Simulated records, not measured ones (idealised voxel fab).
Name of the process module below: voxel plated lines
The width of the displayed cross-section, cut, is 170 nm; its cells are square, with a size of 5 nm.
Throughout this document, each cross-section is represented as a grid of square cells and is presented as a sequence of bands enumerated from the top downward, where a band comprises one or more rows of cells.
This entry defines a band. It first specifies the height of the band's top and the height of its bottom in nm, and then specifies the band's materials from left to right, stating each material with its width in nm. The word "full width" identifies a single material that fills the band from edge to edge, while the word "empty" identifies empty space.
Below 0: as-received wafer, all one material; heights counted from there. Lowest band: no bottom, goes on down, written "from 0 down".
You'd read "30->40" like this: the band's top row of cells is as wide as the first number, its bottom row is as wide as the second, and going down, every row changes width by the same amount as the row before did.
Key: "remained unchanged" - step with no changed cell in the cross-section.
You'll see "Cavities, closed" listing empty spaces that have no way open to the top, as long as they're 8 cells or more; the notation is width x height at distance, where the distance is from the left edge, and all of it is in nm.
Note: text after step settings on the step line = simulator remark on that step.
The line of a step may include "overlay nm". On a step with a mask, this value is how far to the right of its planned place the mask lay. A negative value means the mask lay to the left.

### Listed below are the process steps as planned
1. RECEIVE (material Si)
2. CONFORMAL_DEP (material SiN; thk nm 5)
3. DIRECTIONAL_DEP (material TiN; thk nm 5)
4. PATTERN (tone open; mask id LINES; material resist; width nm 25; pitch nm 40; thk nm 25; overlay nm 0)
5. EPI (material Ru; thk nm 5)
6. EPI (material Ru; thk nm 5)
7. STRIP (etch materials resist)
8. DIRECTIONAL_ETCH (etch materials TiN; depth nm 5)
9. CONFORMAL_DEP (material SiO2; thk nm 5)

### Of two wafers, the first: run according to plan

### So this is the incoming wafer in cross-section - it's already been through step 1
* from 0 down  Si full width
* Cavities, closed: none

### Once step 2 is through, the wafer looks like this in cross-section
* from 5 to 0  SiN full width
* Below 0, the layers are the same as they were.

### Once step 3 is through, the wafer looks like this in cross-section
* from 10 to 5  TiN full width
* Below 5, the layers are the same as they were.

### Once step 4 is through, the wafer looks like this in cross-section
* from 35 to 10  50 resist / 25 empty / 15 resist / 25 empty / 55 resist
* Below 10, the layers are the same as they were.

### Once step 5 is through, the wafer looks like this in cross-section
* from 35 to 15  50 resist / 25 empty / 15 resist / 25 empty / 55 resist
* from 15 to 10  50 resist / 25 Ru / 15 resist / 25 Ru / 55 resist
* Below 10, the layers are the same as they were.

### Once step 6 is through, the wafer looks like this in cross-section
* from 35 to 20  50 resist / 25 empty / 15 resist / 25 empty / 55 resist
* from 20 to 10  50 resist / 25 Ru / 15 resist / 25 Ru / 55 resist
* Below 10, the layers are the same as they were.

### Once step 7 is through, the wafer looks like this in cross-section
* from 20 to 10  50 empty / 25 Ru / 15 empty / 25 Ru / 55 empty
* Below 10, the layers are the same as they were.

### Once step 8 is through, the wafer looks like this in cross-section
* from 20 to 10  50 empty / 25 Ru / 15 empty / 25 Ru / 55 empty
* from 10 to 5  50 empty / 25 TiN / 15 empty / 25 TiN / 55 empty
* Below 5, the layers are the same as they were.

### Once step 9 is through, the wafer looks like this in cross-section
* from 25 to 20  45 empty / 35 SiO2 / 5 empty / 35 SiO2 / 50 empty
* from 20 to 10  45 empty / 5 SiO2 / 25 Ru / 5 SiO2 / 5 empty / 5 SiO2 / 25 Ru / 5 SiO2 / 50 empty
* from 10 to 5  50 SiO2 / 25 TiN / 15 SiO2 / 25 TiN / 55 SiO2
* Below 5, the layers are the same as they were.

### Okay, second wafer. Nothing different at the start, nothing different in the plan, just one mistake somewhere in the running. As far as step 7, counting that step, it's the first wafer all over again

### Cross-section: second wafer, time at which step 8 was scheduled to end
* from 20 to 10  50 empty / 25 Ru / 15 empty / 25 Ru / 55 empty
* from 10 to 5  50 empty / 25 TiN / 15 empty / 25 TiN / 55 empty
* Below 5, the layers are the same as they were.

### Cross-section: second wafer, time at which step 9 was scheduled to end
* from 25 to 20  45 empty / 35 SiO2 / 5 empty / 35 SiO2 / 50 empty
* from 20 to 10  45 empty / 5 SiO2 / 25 Ru / 5 SiO2 / 5 empty / 5 SiO2 / 25 Ru / 5 SiO2 / 50 empty
* from 10 to 5  50 SiO2 / 25 TiN / 15 SiO2 / 25 TiN / 55 SiO2
* Below 5, the layers are the same as they were.
Short version of what went wrong: step 8, plan: ran twice
Outcome: the two wafer cross-sections end up identical, and the model's computation is unaffected by the mistake.
